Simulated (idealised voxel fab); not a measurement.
voxel air gaps: a process module
Section shown: cut. Width: 230 nm. Cell size: 5 nm, square.
When this document writes out a cross-section, it uses a grid of square cells and lists it as bands, beginning at the top and moving down, with a band standing for one or more rows of cells.
For a band, the entry starts with two heights in nm, that of the top and then that of the bottom, and carries on with the band's materials in order from left to right, each alongside its width in nm; the word "all across" beside a single material means it fills the band edge to edge, and "blank" means empty space.
We count height from 0. Below that, the starting wafer is all one material. The lowest band never ends at the bottom but goes on down; see "0..down" for how that is written.
You'd read "30 to 40" like this: the band's top row of cells is as wide as the first number, its bottom row is as wide as the second, and going down, every row changes width by the same amount as the row before did.
Basically "everything unchanged" means that step didn't change any cell in the cross-section.
Entry "Internal closed voids" = empty spaces >= 8 cells with no open way to the top; each as width x height at distance, distance from left edge, all nm.
Read whatever lies past the settings on a step's line as the simulator's own remark about the step.
overlay nm: for a step with a mask, the amount by which the mask lay right of where it was planned; a negative amount means left of it.

The process steps that were planned are listed below
1: RECEIVE | material Si
2: CONFORMAL_DEP | material SiO2 | thk nm 10
3: CONFORMAL_DEP | material SiCN | thk nm 5
4: DIRECTIONAL_DEP | material SiO2 | thk nm 35
5: PATTERN | tone open | mask id LINES | material resist | width nm 15 | pitch nm 40 | thk nm 20 | overlay nm 0
6: DIRECTIONAL_ETCH | etch materials SiO2 | depth nm 35
7: STRIP | etch materials resist
8: CONFORMAL_DEP | material TiN | thk nm 5
9: FILL_DEP | material W | thk nm 5
10: CMP | height nm 50
11: EPI | material Ru | thk nm 10
12: SELECTIVE_ETCH | etch materials SiO2 | depth nm 45
13: CONFORMAL_DEP | material SiCN | thk nm 5

Incoming wafer in cross-section (state: after step 1)
    0..down  Si all across
    Internal closed voids: none

As-planned run: cross-section of the first of two wafers at end of module
    65..60  blank: 50 / SiCN: 125 / blank: 55
    60..50  blank: 50 / SiCN: 5 / Ru: 35 / SiCN: 5 / Ru: 35 / SiCN: 5 / Ru: 35 / SiCN: 5 / blank: 55
    50..45  blank: 50 / SiCN: 15 / TiN: 5 / W: 5 / TiN: 5 / SiCN: 25 / TiN: 5 / W: 5 / TiN: 5 / SiCN: 25 / TiN: 5 / W: 5 / TiN: 5 / SiCN: 15 / blank: 55
    45..20  blank: 60 / SiCN: 5 / TiN: 5 / W: 5 / TiN: 5 / SiCN: 5 / blank: 15 / SiCN: 5 / TiN: 5 / W: 5 / TiN: 5 / SiCN: 5 / blank: 15 / SiCN: 5 / TiN: 5 / W: 5 / TiN: 5 / SiCN: 5 / blank: 65
    20..15  SiCN: 65 / TiN: 15 / SiCN: 25 / TiN: 15 / SiCN: 25 / TiN: 15 / SiCN: 70
    15..10  SiCN all across
    10..0  SiO2 all across
    0..down  Si all across
    Internal closed voids: 15 x 25 at 85; 15 x 25 at 125

Cross-section, wafer two of two, end of module: same start and plan as wafer one, one error in execution
    75..70  blank: 40 / SiCN: 145 / blank: 45
    70..50  blank: 40 / SiCN: 5 / Ru: 135 / SiCN: 5 / blank: 45
    50..45  blank: 40 / SiCN: 25 / TiN: 5 / W: 5 / TiN: 5 / SiO2: 25 / TiN: 5 / W: 5 / TiN: 5 / SiO2: 25 / TiN: 5 / W: 5 / TiN: 5 / SiCN: 25 / blank: 45
    45..20  blank: 60 / SiCN: 5 / TiN: 5 / W: 5 / TiN: 5 / SiO2: 25 / TiN: 5 / W: 5 / TiN: 5 / SiO2: 25 / TiN: 5 / W: 5 / TiN: 5 / SiCN: 5 / blank: 65
    20..15  SiCN: 65 / TiN: 15 / SiO2: 25 / TiN: 15 / SiO2: 25 / TiN: 15 / SiCN: 70
    15..10  SiCN all across
    10..0  SiO2 all across
    0..down  Si all across
    Internal closed voids: none
Deviation noted in wafer processing: step 11 of the plan was executed twice over
End check, counted in cells, second wafer has more or fewer of these materials than the first: 66 more of Ru; 32 fewer of SiCN; 70 more of SiO2
End state: 2 closed voids on the first wafer, 0 on the second.
